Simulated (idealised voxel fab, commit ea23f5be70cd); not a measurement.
The process module that follows is named voxel self aligned contacts.
We display cut, a cross-section 185 nm in width whose square cells are each 5 nm.
Just so we're on the same page, the cross-sections are grids of square cells, and they're listed out in bands top to bottom, each band one or more rows deep.
Top height, bottom height, nm. Materials left to right, width each, nm. Single material + "everywhere" = fills band edge to edge. "blank" = empty.
Height 0 is the level under which the wafer as received is all one material. The lowest band goes on downwards, as in "0 nm and below".
It should be noted that a width expressed as "30..40" varies in equal increments from row to row of cells within the band, taking the value of the first number at the top row and that of the second number at the bottom row.
It should be understood that the words "no modifications", when stated for a given step, signify that the cross-section underwent no change in any of its cells during that step.
Heads up: "Enclosed cavities" only lists the empty pockets with no open path to the top that are 8 cells or more, and it writes them as width x height at distance, distance from the left edge, in nm.
On a step's line, text after the settings is the simulator commenting on that step.
Regarding "overlay nm": on a step with a mask, it is the distance the mask lay to the right of its planned place; a negative value places it to the left.

# List of planned process steps
1. op RECEIVE | material Si
2. op OXIDIZE | depth nm 5
3. op DIRECTIONAL_DEP | material polySi | thk nm 25
4. op DIRECTIONAL_DEP | material SiN | thk nm 25
5. op DIRECTIONAL_DEP | material aC | thk nm 10
6. op PATTERN | tone cover | mask id GATE | material resist | width nm 25 | pitch nm 65 | thk nm 30 | overlay nm 0
7. op DIRECTIONAL_ETCH | etch materials aC | depth nm 10
8. op STRIP | etch materials resist
9. op DIRECTIONAL_ETCH | etch materials SiN | depth nm 25
10. op DIRECTIONAL_ETCH | etch materials polySi | depth nm 25
11. op STRIP | etch materials aC
12. op CONFORMAL_DEP | material SiN | thk nm 10
13. op DIRECTIONAL_ETCH | etch materials SiN | depth nm 10
14. op FILL_DEP | material SiO2 | thk nm 20
15. op CMP | height nm 60
16. op MASKED_ETCH | tone open | mask id CONTACT | width nm 50 | pitch nm 65 | etch materials SiO2 | depth nm 65 | overlay nm 0
17. op CONFORMAL_DEP | material TiN | thk nm 5
18. op FILL_DEP | material W | thk nm 5
19. op CMP | height nm 60
20. op CONFORMAL_DEP | material SiCN | thk nm 5

# Incoming wafer, cross-sectional view, post step 1
    0 nm and below | Si everywhere
    Enclosed cavities: none

# Module complete, cross-section. Starting point and plan per above. One mistake made in running the module
    65 nm to 60 nm | SiCN everywhere
    60 nm to 55 nm | 35 of SiO2  5 of TiN  40 of W  5 of TiN  15 of SiO2  5 of TiN  40 of W  5 of TiN  35 of SiO2
    55 nm to 50 nm | 35 of SiO2  50 of TiN  15 of SiO2  50 of TiN  35 of SiO2
    50 nm to 25 nm | 25 of SiN  5 of SiO2  60 of SiN  5 of SiO2  60 of SiN  5 of SiO2  25 of SiN
    25 nm to 0 nm | 15 of polySi  10 of SiN  5 of SiO2  10 of SiN  40 of polySi  10 of SiN  5 of SiO2  10 of SiN  40 of polySi  10 of SiN  5 of SiO2  10 of SiN  15 of polySi
    0 nm to -5 nm | SiO2 everywhere
    -5 nm and below | Si everywhere
    Enclosed cavities: none
Short version of what went wrong: planned and actual differ for step 6; actual: op PATTERN | tone open | mask id GATE | material resist | width nm 25 | pitch nm 65 | thk nm 30 | overlay nm 0
